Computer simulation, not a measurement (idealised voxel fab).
process module | voxel wiring stack
cross-section cut | 165 nm wide | cells 5 nm
A cross-section is a grid of square cells, given in bands from the top down. A band is one or more rows of cells.
Each band's line starts with the height of the band's top and of its bottom, in nm. Then come its materials from left to right, each with its width in nm. One material with "throughout" fills the band from edge to edge. "air" is empty space.
Height 0 is the level under which the wafer as received is all one material. The lowest band goes on downwards, as in "0 down".
A width such as "30 to 40" changes by the same amount from each row of cells to the next, from the band's top row to its bottom row.
"no change" after a step means that no cell of the cross-section changed.
closed voids: empty space of 8 cells or more with no open way to the top, each as width x height at its distance from the left edge, in nm
after a step's settings: what the simulator itself notes on the step
overlay nm, on a step with a mask: how far to the right of its planned place the mask lay; to the left if negative
plan
1 op RECEIVE | material Si
2 op CONFORMAL_DEP | material SiO2 | thk nm 15
3 op CONFORMAL_DEP | material SiN | thk nm 5
4 op DIRECTIONAL_DEP | material lowk | thk nm 15
5 op PATTERN | tone open | mask id METAL_1 | material resist | width nm 30 | pitch nm 55 | thk nm 20 | overlay nm 0
6 op DIRECTIONAL_ETCH | etch materials lowk | depth nm 15
7 op DIRECTIONAL_ETCH | etch materials SiN | depth nm 5
8 op STRIP | etch materials resist
9 op CONFORMAL_DEP | material TiN | thk nm 5
10 op FILL_DEP | material W | thk nm 5
11 op CMP | height nm 35
12 op EPI | material Ru | thk nm 5
13 op FILL_DEP | material SiCN | thk nm 5
14 op DIRECTIONAL_DEP | material lowk | thk nm 30
15 op DIRECTIONAL_DEP | material aC | thk nm 15
16 op PATTERN | tone open | mask id METAL_2_HOLES | material resist | width nm 15 | thk nm 35 | overlay nm 0
17 op DIRECTIONAL_ETCH | etch materials aC | depth nm 15
18 op STRIP | etch materials resist
19 op DIRECTIONAL_ETCH | etch materials lowk | depth nm 30
20 op STRIP | etch materials aC
21 op DIRECTIONAL_DEP | material aC | thk nm 10
22 op PATTERN | tone open | mask id METAL_2 | material resist | width nm 30 | pitch nm 55 | thk nm 25 | overlay nm 0
23 op DIRECTIONAL_ETCH | etch materials aC | depth nm 10
24 op STRIP | etch materials resist
25 op DIRECTIONAL_ETCH | etch materials lowk | depth nm 20
26 op DIRECTIONAL_ETCH | etch materials SiCN | depth nm 5
27 op STRIP | etch materials aC
28 op CONFORMAL_DEP | material TiN | thk nm 5
29 op FILL_DEP | material Cu | thk nm 10
30 op CMP | height nm 75
31 op CONFORMAL_DEP | material SiN | thk nm 5
as received, after step 1
  0 down: Si throughout
  closed voids: none
first wafer at the end, as planned
  80 to 75: SiN throughout
  75 to 60: lowk 40 | TiN 5 | Cu 20 | TiN 5 | lowk 25 | TiN 5 | Cu 20 | TiN 5 | lowk 40
  60 to 55: lowk 40 | TiN 5 | Cu 5 | TiN 20 | lowk 25 | TiN 30 | lowk 40
  55 to 45: lowk 40 | TiN 5 | Cu 5 | TiN 5 | lowk 110
  45 to 40: SiCN 40 | TiN 15 | SiCN 110
  40 to 35: SiCN 35 | Ru 40 | SiCN 15 | Ru 40 | SiCN 35
  35 to 20: lowk 40 | TiN 5 | W 20 | TiN 5 | lowk 25 | TiN 5 | W 20 | TiN 5 | lowk 40
  20 to 15: SiN 40 | TiN 30 | SiN 25 | TiN 30 | SiN 40
  15 to 0: SiO2 throughout
  0 down: Si throughout
  closed voids: none
second wafer at the end: like start, like plan, one mistake
  80 to 75: SiN throughout
  75 to 60: lowk 40 | TiN 5 | Cu 5 | TiN 5 | lowk 110
  60 to 55: lowk 40 | TiN 15 | lowk 110
  55 to 45: lowk throughout
  45 to 40: SiCN throughout
  40 to 35: SiCN 35 | Ru 40 | SiCN 15 | Ru 40 | SiCN 35
  35 to 20: lowk 40 | TiN 5 | W 20 | TiN 5 | lowk 25 | TiN 5 | W 20 | TiN 5 | lowk 40
  20 to 15: SiN 40 | TiN 30 | SiN 25 | TiN 30 | SiN 40
  15 to 0: SiO2 throughout
  0 down: Si throughout
  closed voids: none
what went wrong: step 14 was run twice
at the end the second wafer has, in cells: 24 fewer of Cu | 3 more of SiCN | 21 fewer of TiN | 42 more of lowk
